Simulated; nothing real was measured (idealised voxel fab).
Process module, titled voxel wiring stack
Cross-sectional view cut (width: 255 nm; square cell size: 5 nm).
In this document a cross-section is written as a grid of square cells. It is given as a series of bands, listed from the top down, and a band is one or more rows of cells. Look at the band entry: it leads with the top's height and the bottom's height in nm. Then it lists the materials left to right, with a width in nm for each. The word "all across" on a single material says that material fills the band edge to edge. The word "air" is empty space. Height datum 0, below which the as-received substrate wafer is one material. Lowest band open at the bottom, running downward: "0 -> down". Think of "30 to 40" as a width that walks from the first number to the second as you go down the band, top row to bottom row, taking equal-sized steps from row to row. Step marked "nothing different"? Then no cell in the cross-section changed in it. For the entry "Trapped void list", the listed items are empty spaces with no open way to the top whose size is 8 cells or more; each item follows the pattern width x height at distance, where distance is from the left edge and all three are in nm. The remark found on a step's line after its settings is issued by the simulator itself and pertains to that step. overlay nm: for a step with a mask, the amount by which the mask lay right of where it was planned; a negative amount means left of it.

-- Set out below are the planned steps of the process
1,RECEIVE: material Si
2,CONFORMAL_DEP: material SiO2, thk nm 10
3,CONFORMAL_DEP: material SiCN, thk nm 5
4,DIRECTIONAL_DEP: material SiO2, thk nm 20
5,DIRECTIONAL_DEP: material aC, thk nm 10
6,PATTERN: tone open, mask id METAL_1, material resist, width nm 30, pitch nm 55, thk nm 30, overlay nm 0
7,DIRECTIONAL_ETCH: etch materials aC, depth nm 10
8,STRIP: etch materials resist
9,DIRECTIONAL_ETCH: etch materials SiO2, depth nm 20
10,DIRECTIONAL_ETCH: etch materials SiCN, depth nm 5
11,STRIP: etch materials aC
12,CONFORMAL_DEP: material TiN, thk nm 5
13,FILL_DEP: material Ru, thk nm 10
14,CMP: height nm 35
15,CONFORMAL_DEP: material SiCN, thk nm 5
16,DIRECTIONAL_DEP: material lowk, thk nm 20
17,DIRECTIONAL_DEP: material aC, thk nm 15
18,PATTERN: tone open, mask id PLUG_1, material resist, width nm 15, thk nm 35, overlay nm 0
19,DIRECTIONAL_ETCH: etch materials aC, depth nm 15
20,STRIP: etch materials resist
21,DIRECTIONAL_ETCH: etch materials lowk, depth nm 20
22,DIRECTIONAL_ETCH: etch materials SiCN, depth nm 5
23,STRIP: etch materials aC
24,CONFORMAL_DEP: material TiN, thk nm 5
25,FILL_DEP: material Cu, thk nm 10
26,CMP: height nm 60
27,CONFORMAL_DEP: material SiN, thk nm 5
28,DIRECTIONAL_DEP: material SiO2, thk nm 25
29,MASKED_ETCH: tone open, mask id METAL_2, width nm 30, pitch nm 55, etch materials SiO2, depth nm 25, overlay nm 0
30,MASKED_ETCH: tone open, mask id METAL_2, width nm 30, pitch nm 55, etch materials SiN, depth nm 5, overlay nm 0
31,CONFORMAL_DEP: material TiN, thk nm 5
32,FILL_DEP: material Ru, thk nm 5
33,CMP: height nm 90
34,CONFORMAL_DEP: material SiN, thk nm 5

-- The following pertains to the first of two wafers, which was processed as planned

-- Cross-sectional view of the wafer in its as-received condition, corresponding to the state after step 1
  0 -> down  Si all across
  Trapped void list: none

-- After step 2, in cross-section
  10 -> 0  SiO2 all across
  Below 0, the layers are the same as they were.

-- After step 3, in cross-section
  15 -> 10  SiCN all across
  Below 10, the layers are the same as they were.

-- After step 4, in cross-section
  35 -> 15  SiO2 all across
  Below 15, the layers are the same as they were.

-- After step 5, in cross-section
  45 -> 35  aC all across
  Below 35, the layers are the same as they were.

-- After step 6, in cross-section
  75 -> 45  85 resist; 30 air; 25 resist; 30 air; 85 resist
  Below 45, the layers are the same as they were.

-- After step 7, in cross-section
  65 -> 45  85 resist; 30 air; 25 resist; 30 air; 85 resist
  45 -> 35  85 aC; 30 air; 25 aC; 30 air; 85 aC
  Below 35, the layers are the same as they were.

-- After step 8, in cross-section
  45 -> 35  85 aC; 30 air; 25 aC; 30 air; 85 aC
  Below 35, the layers are the same as they were.

-- After step 9, in cross-section
  45 -> 35  85 aC; 30 air; 25 aC; 30 air; 85 aC
  35 -> 15  85 SiO2; 30 air; 25 SiO2; 30 air; 85 SiO2
  Below 15, the layers are the same as they were.

-- After step 10, in cross-section
  45 -> 35  85 aC; 30 air; 25 aC; 30 air; 85 aC
  35 -> 15  85 SiO2; 30 air; 25 SiO2; 30 air; 85 SiO2
  15 -> 10  85 SiCN; 30 air; 25 SiCN; 30 air; 85 SiCN
  Below 10, the layers are the same as they were.

-- After step 11, in cross-section
  35 -> 15  85 SiO2; 30 air; 25 SiO2; 30 air; 85 SiO2
  Below 15, the layers are the same as they were.

-- After step 12, in cross-section
  40 -> 35  90 TiN; 20 air; 35 TiN; 20 air; 90 TiN
  35 -> 15  85 SiO2; 5 TiN; 20 air; 5 TiN; 25 SiO2; 5 TiN; 20 air; 5 TiN; 85 SiO2
  15 -> 10  85 SiCN; 30 TiN; 25 SiCN; 30 TiN; 85 SiCN
  Below 10, the layers are the same as they were.

-- After step 13, in cross-section
  50 -> 40  Ru all across
  40 -> 35  90 TiN; 20 Ru; 35 TiN; 20 Ru; 90 TiN
  35 -> 15  85 SiO2; 5 TiN; 20 Ru; 5 TiN; 25 SiO2; 5 TiN; 20 Ru; 5 TiN; 85 SiO2
  Below 15, the layers are the same as they were.

-- After step 14, in cross-section
  35 -> 15  85 SiO2; 5 TiN; 20 Ru; 5 TiN; 25 SiO2; 5 TiN; 20 Ru; 5 TiN; 85 SiO2
  Below 15, the layers are the same as they were.

-- After step 15, in cross-section
  40 -> 35  SiCN all across
  Below 35, the layers are the same as they were.

-- After step 16, in cross-section
  60 -> 40  lowk all across
  Below 40, the layers are the same as they were.

-- After step 17, in cross-section
  75 -> 60  aC all across
  Below 60, the layers are the same as they were.

-- After step 18, in cross-section
  110 -> 75  85 resist; 15 air; 155 resist
  Below 75, the layers are the same as they were.

-- After step 19, in cross-section
  95 -> 75  85 resist; 15 air; 155 resist
  75 -> 60  85 aC; 15 air; 155 aC
  Below 60, the layers are the same as they were.

-- After step 20, in cross-section
  75 -> 60  85 aC; 15 air; 155 aC
  Below 60, the layers are the same as they were.

-- After step 21, in cross-section
  75 -> 60  85 aC; 15 air; 155 aC
  60 -> 40  85 lowk; 15 air; 155 lowk
  Below 40, the layers are the same as they were.

-- After step 22, in cross-section
  75 -> 60  85 aC; 15 air; 155 aC
  60 -> 40  85 lowk; 15 air; 155 lowk
  40 -> 35  85 SiCN; 15 air; 155 SiCN
  Below 35, the layers are the same as they were.

-- After step 23, in cross-section
  60 -> 40  85 lowk; 15 air; 155 lowk
  Below 40, the layers are the same as they were.

-- After step 24, in cross-section
  65 -> 60  90 TiN; 5 air; 160 TiN
  60 -> 40  85 lowk; 5 TiN; 5 air; 5 TiN; 155 lowk
  40 -> 35  85 SiCN; 15 TiN; 155 SiCN
  Below 35, the layers are the same as they were.

-- After step 25, in cross-section
  75 -> 65  Cu all across
  65 -> 60  90 TiN; 5 Cu; 160 TiN
  60 -> 40  85 lowk; 5 TiN; 5 Cu; 5 TiN; 155 lowk
  Below 40, the layers are the same as they were.

-- After step 26, in cross-section
  60 -> 40  85 lowk; 5 TiN; 5 Cu; 5 TiN; 155 lowk
  Below 40, the layers are the same as they were.

-- After step 27, in cross-section
  65 -> 60  SiN all across
  Below 60, the layers are the same as they were.

-- After step 28, in cross-section
  90 -> 65  SiO2 all across
  Below 65, the layers are the same as they were.

-- After step 29, in cross-section
  90 -> 65  85 SiO2; 30 air; 25 SiO2; 30 air; 85 SiO2
  Below 65, the layers are the same as they were.

-- After step 30, in cross-section
  90 -> 65  85 SiO2; 30 air; 25 SiO2; 30 air; 85 SiO2
  65 -> 60  85 SiN; 30 air; 25 SiN; 30 air; 85 SiN
  Below 60, the layers are the same as they were.

-- After step 31, in cross-section
  95 -> 90  90 TiN; 20 air; 35 TiN; 20 air; 90 TiN
  90 -> 65  85 SiO2; 5 TiN; 20 air; 5 TiN; 25 SiO2; 5 TiN; 20 air; 5 TiN; 85 SiO2
  65 -> 60  85 SiN; 30 TiN; 25 SiN; 30 TiN; 85 SiN
  Below 60, the layers are the same as they were.

-- After step 32, in cross-section
  100 -> 95  Ru all across
  95 -> 90  90 TiN; 20 Ru; 35 TiN; 20 Ru; 90 TiN
  90 -> 65  85 SiO2; 5 TiN; 20 Ru; 5 TiN; 25 SiO2; 5 TiN; 20 Ru; 5 TiN; 85 SiO2
  Below 65, the layers are the same as they were.

-- After step 33, in cross-section
  90 -> 65  85 SiO2; 5 TiN; 20 Ru; 5 TiN; 25 SiO2; 5 TiN; 20 Ru; 5 TiN; 85 SiO2
  Below 65, the layers are the same as they were.

-- After step 34, in cross-section
  95 -> 90  SiN all across
  Below 90, the layers are the same as they were.

-- Okay, second wafer. Nothing different at the start, nothing different in the plan, just one mistake somewhere in the running. As far as step 25, counting that step, it's the first wafer all over again

Second wafer, sectioned view, at step 26's planned end time: nothing different

-- Second wafer, sectioned view, at step 27's planned end time
  80 -> 75  SiN all across
  Below 75, the layers are the same as they were.

-- Second wafer, sectioned view, at step 28's planned end time
  105 -> 80  SiO2 all across
  Below 80, the layers are the same as they were.

-- Second wafer, sectioned view, at step 29's planned end time
  105 -> 80  85 SiO2; 30 air; 25 SiO2; 30 air; 85 SiO2
  Below 80, the layers are the same as they were.

-- Second wafer, sectioned view, at step 30's planned end time
  105 -> 80  85 SiO2; 30 air; 25 SiO2; 30 air; 85 SiO2
  80 -> 75  85 SiN; 30 air; 25 SiN; 30 air; 85 SiN
  Below 75, the layers are the same as they were.

-- Second wafer, sectioned view, at step 31's planned end time
  110 -> 105  90 TiN; 20 air; 35 TiN; 20 air; 90 TiN
  105 -> 80  85 SiO2; 5 TiN; 20 air; 5 TiN; 25 SiO2; 5 TiN; 20 air; 5 TiN; 85 SiO2
  80 -> 75  85 SiN; 30 TiN; 25 SiN; 30 TiN; 85 SiN
  Below 75, the layers are the same as they were.

-- Second wafer, sectioned view, at step 32's planned end time
  115 -> 110  Ru all across
  110 -> 105  90 TiN; 20 Ru; 35 TiN; 20 Ru; 90 TiN
  105 -> 80  85 SiO2; 5 TiN; 20 Ru; 5 TiN; 25 SiO2; 5 TiN; 20 Ru; 5 TiN; 85 SiO2
  Below 80, the layers are the same as they were.

-- Second wafer, sectioned view, at step 33's planned end time
  90 -> 80  85 SiO2; 5 TiN; 20 Ru; 5 TiN; 25 SiO2; 5 TiN; 20 Ru; 5 TiN; 85 SiO2
  Below 80, the layers are the same as they were.

-- Second wafer, sectioned view, at step 34's planned end time
  95 -> 90  SiN all across
  Below 90, the layers are the same as they were.
Nonconformance to the process plan: step 26 in the plan did not get run; it was skipped
In the final state, the cell counts of the second wafer exceed or fall short of those of the first for the following materials: Cu: 103 more | Ru: 24 fewer | SiO2: 117 fewer | TiN: 38 more
